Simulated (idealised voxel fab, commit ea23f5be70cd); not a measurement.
Proc. module: voxel self aligned vias
Displayed cross-section: cut, width of 220 nm, square cells sized 5 nm.
Cross-section, as written here: a square-cell grid given band by band from the top down, where a band holds one or more rows of cells.
The band entry comprises the height of the band's top followed by the height of its bottom, expressed in nm, and subsequently the band's materials from left to right, each stated together with its width in nm. Where a single material is marked with the word "everywhere", that material fills the band from edge to edge. The word "empty" represents empty space.
All heights in this document are referenced to 0, defined as the level beneath which the wafer, as received, consists entirely of one material. The lowest band is not bounded below; it extends indefinitely downward and is written in the form "z 0 and below".
Per-row width for "30 to 40": begins at first number (top row of band), ends at second number (bottom row), increment between rows held constant.
A step reported as "remains unaltered" is a step in which no cell of the cross-section changed.
Under "Unvented cavities" you'll find the enclosed gaps, the ones with no way out to the top, that are 8 cells or bigger; each reads width x height at distance, with distance counted from the left edge, everything in nm.
The remark found on a step's line after its settings is issued by the simulator itself and pertains to that step.
overlay nm, on a step with a mask: how far to the right of its planned place the mask lay; to the left if negative
This section lists the process steps that were planned
1 RECEIVE,material Si
2 CONFORMAL_DEP,material SiO2,thk nm 15
3 CONFORMAL_DEP,material SiCN,thk nm 5
4 DIRECTIONAL_DEP,material SiO2,thk nm 30
5 PATTERN,tone open,mask id LINES,material resist,width nm 20,pitch nm 50,thk nm 15,overlay nm 0
6 DIRECTIONAL_ETCH,etch materials SiO2,depth nm 30
7 STRIP,etch materials resist
8 CONFORMAL_DEP,material TiN,thk nm 5
9 FILL_DEP,material Ru,thk nm 5
10 CMP,height nm 50
11 SELECTIVE_ETCH,etch materials W Ru TiN,depth nm 10
12 FILL_DEP,material SiN,thk nm 10
13 CMP,height nm 50
14 DIRECTIONAL_DEP,material SiO2,thk nm 20
15 DIRECTIONAL_DEP,material aC,thk nm 10
16 PATTERN,tone open,mask id VIAS,material resist,width nm 30,thk nm 30,overlay nm 0
17 DIRECTIONAL_ETCH,etch materials aC,depth nm 10
18 STRIP,etch materials resist
19 DIRECTIONAL_ETCH,etch materials SiO2,depth nm 20
20 DIRECTIONAL_ETCH,etch materials SiN,depth nm 10
21 STRIP,etch materials aC
22 CONFORMAL_DEP,material TiN,thk nm 5
23 FILL_DEP,material Ru,thk nm 5
24 CMP,height nm 70
25 CONFORMAL_DEP,material SiCN,thk nm 5
Incoming wafer in cross-section (state: after step 1)
> z 0 and below: Si everywhere
> Unvented cavities: none
What the wafer looks like in cross-section after this module, when it starts as shown above and follows the plan above but one mistake is made in running it
> z 75 to 70: SiCN everywhere
> z 70 to 50: SiO2 70, then TiN 5, then Ru 20, then TiN 5, then SiO2 120
> z 50 to 45: SiN 70, then TiN 10, then Ru 10, then TiN 10, then SiN 120
> z 45 to 40: SiO2 75, then TiN 20, then SiO2 30, then SiN 20, then SiO2 75
> z 40 to 20: SiO2 75, then TiN 5, then Ru 10, then TiN 5, then SiO2 30, then TiN 5, then Ru 10, then TiN 5, then SiO2 75
> z 20 to 15: SiO2 75, then TiN 20, then SiO2 30, then TiN 20, then SiO2 75
> z 15 to 0: SiO2 everywhere
> z 0 and below: Si everywhere
> Unvented cavities: none
Here's what went sideways: step 3 in the plan did not get run; it was skipped
